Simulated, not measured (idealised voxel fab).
Module name: voxel transistor to metal (process module)
FYI the section here is cut, 300 nm wide, cells are 5 nm squares.
Each cross-section below is a grid of square cells, stated as bands in top-down order, with one or more rows of cells making up each band.
Each band's line starts with the height of the band's top and of its bottom, in nm. Then come its materials from left to right, each with its width in nm. One material with "all across" fills the band from edge to edge. "blank" is empty space.
Note: height 0 marks the level under which the wafer is uniformly one material as received. Lowest band unbounded below, written "top 0, no bottom".
So if you see something like "30..40" for the width, read it as the top row of the band sitting at the first number and the bottom row at the second, with every row in between moving by the same amount as the last.
Given "everything unchanged" for a step, no cell of the cross-section differs between before and after that step.
In "Closed void inventory" the enclosed voids are listed, meaning empty spaces of 8 cells or larger without any opening to the top. The form is width x height at distance, distance from the left edge, units nm.
after a step's settings: what the simulator itself notes on the step
For masked steps, "overlay nm" on the step line gives how far right of plan the mask actually lay; a minus sign means it lay to the left.

# So here's the lineup of process steps we planned
| 1 | RECEIVE [material Si] |
| 2 | OXIDIZE [depth nm 5] |
| 3 | CONFORMAL_DEP [material SiN] [thk nm 10] |
| 4 | MASKED_ETCH [tone cover] [mask id ACTIVE] [width nm 105] [pitch nm 140] [etch materials SiN] [depth nm 10] [overlay nm 0] |
| 5 | MASKED_ETCH [tone cover] [mask id ACTIVE] [width nm 115] [pitch nm 140] [etch materials SiO2] [depth nm 5] [overlay nm 0] |
| 6 | MASKED_ETCH [tone cover] [mask id ACTIVE] [width nm 115] [pitch nm 140] [etch materials Si] [depth nm 35] [overlay nm 0] |
| 7 | OXIDIZE [depth nm 5] |
| 8 | FILL_DEP [material SiO2] [thk nm 5] |
| 9 | CMP [height nm 10] |
| 10 | SELECTIVE_ETCH [etch materials SiO2] [depth nm 10] |
| 11 | STRIP [etch materials SiN] |
| 12 | SELECTIVE_ETCH [etch materials SiO2] [depth nm 5] |
| 13 | OXIDIZE [depth nm 5] |
| 14 | DIRECTIONAL_DEP [material polySi] [thk nm 30] |
| 15 | DIRECTIONAL_DEP [material SiCN] [thk nm 15] |
| 16 | PATTERN [tone cover] [mask id GATE] [material resist] [width nm 35] [pitch nm 140] [thk nm 15] [overlay nm 0] |
| 17 | DIRECTIONAL_ETCH [etch materials SiCN] [depth nm 25] |
| 18 | DIRECTIONAL_ETCH [etch materials polySi] [depth nm 40] |
| 19 | STRIP [etch materials resist] |
| 20 | CONFORMAL_DEP [material SiO2] [thk nm 5] |
| 21 | DIRECTIONAL_ETCH [etch materials SiO2] [depth nm 5] |
| 22 | CONFORMAL_DEP [material SiN] [thk nm 10] |
| 23 | DIRECTIONAL_ETCH [etch materials SiN] [depth nm 10] |
| 24 | DIRECTIONAL_ETCH [etch materials SiO2] [depth nm 5] |
| 25 | DIRECTIONAL_ETCH [etch materials Si] [depth nm 10] |
| 26 | EPI [material nSi] [thk nm 10] |
| 27 | FILL_DEP [material SiO2] [thk nm 10] |
| 28 | CMP [height nm 25] |
| 29 | STRIP [etch materials polySi] |
| 30 | SELECTIVE_ETCH [etch materials SiO2] [depth nm 5] |
| 31 | CONFORMAL_DEP [material HfO2] [thk nm 5] |
| 32 | CONFORMAL_DEP [material TiN] [thk nm 5] |
| 33 | FILL_DEP [material W] [thk nm 10] |
| 34 | CMP [height nm 20] |
| 35 | DIRECTIONAL_DEP [material SiO2] [thk nm 15] |
| 36 | DIRECTIONAL_DEP [material aC] [thk nm 15] |
| 37 | PATTERN [tone open] [mask id CONTACT] [material resist] [width nm 20] [thk nm 30] [overlay nm 0] |
| 38 | DIRECTIONAL_ETCH [etch materials aC] [depth nm 15] |
| 39 | STRIP [etch materials resist] |
| 40 | DIRECTIONAL_ETCH [etch materials SiO2] [depth nm 45] |
| 41 | STRIP [etch materials aC] |
| 42 | CONFORMAL_DEP [material TiN] [thk nm 5] |
| 43 | FILL_DEP [material W] [thk nm 5] |
| 44 | CMP [height nm 35] |
| 45 | DIRECTIONAL_DEP [material TiN] [thk nm 5] |
| 46 | DIRECTIONAL_DEP [material W] [thk nm 20] |
| 47 | DIRECTIONAL_DEP [material aC] [thk nm 10] |
| 48 | PATTERN [tone cover] [mask id METAL_1] [material resist] [width nm 20] [thk nm 25] [overlay nm 0] |
| 49 | DIRECTIONAL_ETCH [etch materials aC] [depth nm 10] |
| 50 | STRIP [etch materials resist] |
| 51 | DIRECTIONAL_ETCH [etch materials W] [depth nm 20] |
| 52 | DIRECTIONAL_ETCH [etch materials TiN] [depth nm 5] |
| 53 | STRIP [etch materials aC] |
| 54 | FILL_DEP [material lowk] [thk nm 10] |
| 55 | CMP [height nm 60] |
| 56 | CONFORMAL_DEP [material SiN] [thk nm 5] |
It is noted that the wafers described herein are identical at the outset and are distinguished by the width nm of step 4; the value stated in the plan corresponds to the first wafer.

# Cross-section of the first of several received wafers, showing its state after step 1
	top 0, no bottom: Si all across
	Closed void inventory: none

# First of several wafers, sectioned at end of module (last step: step 56)
	top 65, bottom 60: SiN all across
	top 60, bottom 40: lowk 25  W 20  lowk 65  W 20  lowk 35  W 20  lowk 65  W 20  lowk 30
	top 40, bottom 35: lowk 25  TiN 20  lowk 65  TiN 20  lowk 35  TiN 20  lowk 65  TiN 20  lowk 30
	top 35, bottom 20: SiO2 25  TiN 5  W 10  TiN 5  SiO2 65  TiN 5  W 10  TiN 5  SiO2 35  TiN 5  W 10  TiN 5  SiO2 65  TiN 5  W 10  TiN 5  SiO2 30
	top 20, bottom 5: SiO2 25  TiN 5  W 10  TiN 5  SiN 10  HfO2 5  TiN 5  W 25  TiN 5  HfO2 5  SiN 10  TiN 5  W 10  TiN 5  SiO2 35  TiN 5  W 10  TiN 5  SiN 10  HfO2 5  TiN 5  W 25  TiN 5  HfO2 5  SiN 10  TiN 5  W 10  TiN 5  SiO2 30
	top 5, bottom 0: SiO2 25  TiN 20  SiN 10  HfO2 5  TiN 5  W 25  TiN 5  HfO2 5  SiN 10  TiN 20  SiO2 35  TiN 20  SiN 10  HfO2 5  TiN 5  W 25  TiN 5  HfO2 5  SiN 10  TiN 20  SiO2 30
	top 0, bottom -5: SiO2 25  TiN 10  nSi 10  SiN 10  HfO2 5  TiN 35  HfO2 5  SiN 10  nSi 10  TiN 10  SiO2 35  TiN 10  nSi 10  SiN 10  HfO2 5  TiN 35  HfO2 5  SiN 10  nSi 10  TiN 10  SiO2 30
	top -5, bottom -10: SiO2 25  TiN 10  nSi 10  SiO2 10  HfO2 45  SiO2 10  nSi 10  TiN 10  SiO2 35  TiN 10  nSi 10  SiO2 10  HfO2 45  SiO2 10  nSi 10  TiN 10  SiO2 30
	top -10, bottom -20: SiO2 25  nSi 20  Si 65  nSi 20  SiO2 35  nSi 20  Si 65  nSi 20  SiO2 30
	top -20, bottom -45: SiO2 25  Si 105  SiO2 35  Si 105  SiO2 30
	top -45, no bottom: Si all across
	Closed void inventory: none

# A cross-section through the last wafer at the close of the module
	top 65, bottom 60: SiN all across
	top 60, bottom 40: lowk 25  W 20  lowk 65  W 20  lowk 35  W 20  lowk 65  W 20  lowk 30
	top 40, bottom 35: lowk 25  TiN 20  lowk 65  TiN 20  lowk 35  TiN 20  lowk 65  TiN 20  lowk 30
	top 35, bottom 20: SiO2 25  TiN 5  W 10  TiN 5  SiO2 65  TiN 5  W 10  TiN 5  SiO2 35  TiN 5  W 10  TiN 5  SiO2 65  TiN 5  W 10  TiN 5  SiO2 30
	top 20, bottom 5: SiO2 25  TiN 5  W 10  TiN 5  SiN 10  HfO2 5  TiN 5  W 25  TiN 5  HfO2 5  SiN 10  TiN 5  W 10  TiN 5  SiO2 35  TiN 5  W 10  TiN 5  SiN 10  HfO2 5  TiN 5  W 25  TiN 5  HfO2 5  SiN 10  TiN 5  W 10  TiN 5  SiO2 30
	top 5, bottom 0: SiO2 25  TiN 20  SiN 10  HfO2 5  TiN 5  W 25  TiN 5  HfO2 5  SiN 10  TiN 20  SiO2 35  TiN 20  SiN 10  HfO2 5  TiN 5  W 25  TiN 5  HfO2 5  SiN 10  TiN 20  SiO2 30
	top 0, bottom -5: SiO2 25  TiN 10  nSi 10  SiN 10  HfO2 5  TiN 35  HfO2 5  SiN 10  nSi 10  TiN 10  SiO2 35  TiN 10  nSi 10  SiN 10  HfO2 5  TiN 35  HfO2 5  SiN 10  nSi 10  TiN 10  SiO2 30
	top -5, bottom -10: SiO2 25  TiN 10  nSi 10  SiO2 10  HfO2 45  SiO2 10  nSi 10  TiN 10  SiO2 35  TiN 10  nSi 10  SiO2 10  HfO2 45  SiO2 10  nSi 10  TiN 10  SiO2 30
	top -10, bottom -20: SiO2 20  nSi 25  Si 65  nSi 25  SiO2 25  nSi 25  Si 65  nSi 25  SiO2 25
	top -20, bottom -45: SiO2 20  Si 115  SiO2 25  Si 115  SiO2 25
	top -45, no bottom: Si all across
	Closed void inventory: none

# Where each wafer stands at the end of the module, a row apiece: cells of each material gained (+) or lost (-) since it was received, then closed voids
width nm 105; +38 HfO2; -278 Si; +100 SiN; +374 SiO2; +126 TiN; +152 W; +220 lowk; +48 nSi; Closed void inventory: none
width nm 110; +38 HfO2; -278 Si; +100 SiN; +374 SiO2; +126 TiN; +152 W; +220 lowk; +48 nSi; Closed void inventory: none
width nm 115; +38 HfO2; -278 Si; +100 SiN; +374 SiO2; +126 TiN; +152 W; +220 lowk; +48 nSi; Closed void inventory: none
width nm 120; +38 HfO2; -268 Si; +100 SiN; +360 SiO2; +126 TiN; +152 W; +220 lowk; +52 nSi; Closed void inventory: none
width nm 125; +38 HfO2; -258 Si; +100 SiN; +346 SiO2; +126 TiN; +152 W; +220 lowk; +56 nSi; Closed void inventory: none
